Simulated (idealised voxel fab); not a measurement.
Process module heading - voxel self aligned vias
Pictured: cross-section cut, 290 nm wide, on a grid of 5 nm square cells.
We lay out every cross-section as a grid of square cells and spell it out in bands from the top down, where one band means one or more rows of cells.
Top, bottom (nm), then materials left to right with widths (nm); lone material tagged "throughout" fills the whole band edge to edge; "air" = empty space.
Counting heights begins at 0, where everything beneath is, in the wafer as received, one material. The lowest band has no bottom; it goes on downwards, as "0 and below" shows.
Read "30->40" as a graded width: first number on top, second number at the bottom, same change between each pair of neighbouring rows.
A step reported as "nothing was modified" is a step in which no cell of the cross-section changed.
"Enclosed void inventory" contains a list of empty spaces, each no smaller than 8 cells and without an open way to the top, written in the form width x height at distance with the distance from the left edge and all three in nm.
On each step's line, the part that comes after the settings is the simulator's own comment on the step.
The "overlay nm" setting may appear on a step's line; for a step that uses a mask, it gives how far to the right of its planned position the mask lay, and a negative value indicates the left.

Intended process steps:
1. RECEIVE, material Si
2. CONFORMAL_DEP, material SiO2, thk nm 10
3. CONFORMAL_DEP, material SiCN, thk nm 5
4. DIRECTIONAL_DEP, material SiO2, thk nm 20
5. MASKED_ETCH, tone open, mask id LINES, width nm 25, pitch nm 50, etch materials SiO2, depth nm 20, overlay nm 0
6. CONFORMAL_DEP, material TiN, thk nm 5
7. FILL_DEP, material Ru, thk nm 5
8. CMP, height nm 35
9. SELECTIVE_ETCH, etch materials W Ru TiN, depth nm 5
10. FILL_DEP, material SiN, thk nm 10
11. CMP, height nm 35
12. DIRECTIONAL_DEP, material SiO2, thk nm 15
13. DIRECTIONAL_DEP, material aC, thk nm 10
14. PATTERN, tone open, mask id VIAS, material resist, width nm 25, pitch nm 50, thk nm 30, overlay nm 0
15. DIRECTIONAL_ETCH, etch materials aC, depth nm 10
16. STRIP, etch materials resist
17. DIRECTIONAL_ETCH, etch materials SiO2, depth nm 15
18. DIRECTIONAL_ETCH, etch materials SiN, depth nm 5
19. STRIP, etch materials aC
20. CONFORMAL_DEP, material TiN, thk nm 5
21. FILL_DEP, material Cu, thk nm 5
22. CMP, height nm 50
23. CONFORMAL_DEP, material SiN, thk nm 5
varied across the wafers: width nm of step 14. The plan shows the first wafer's value. All wafers start alike

First of several wafers (as received, post step 1), cross-sectional view:
    0 and below  Si throughout
    Enclosed void inventory: none

Wafer rows, end of module: cells per material gained (+) or lost (-) since receipt; closed voids last:
width nm 25; +18 Cu; +12 Ru; +58 SiCN; +58 SiN; +452 SiO2; +40 TiN; Enclosed void inventory: none
width nm 30; +22 Cu; +12 Ru; +58 SiCN; +58 SiN; +446 SiO2; +42 TiN; Enclosed void inventory: none
width nm 35; +26 Cu; +12 Ru; +58 SiCN; +58 SiN; +440 SiO2; +44 TiN; Enclosed void inventory: none
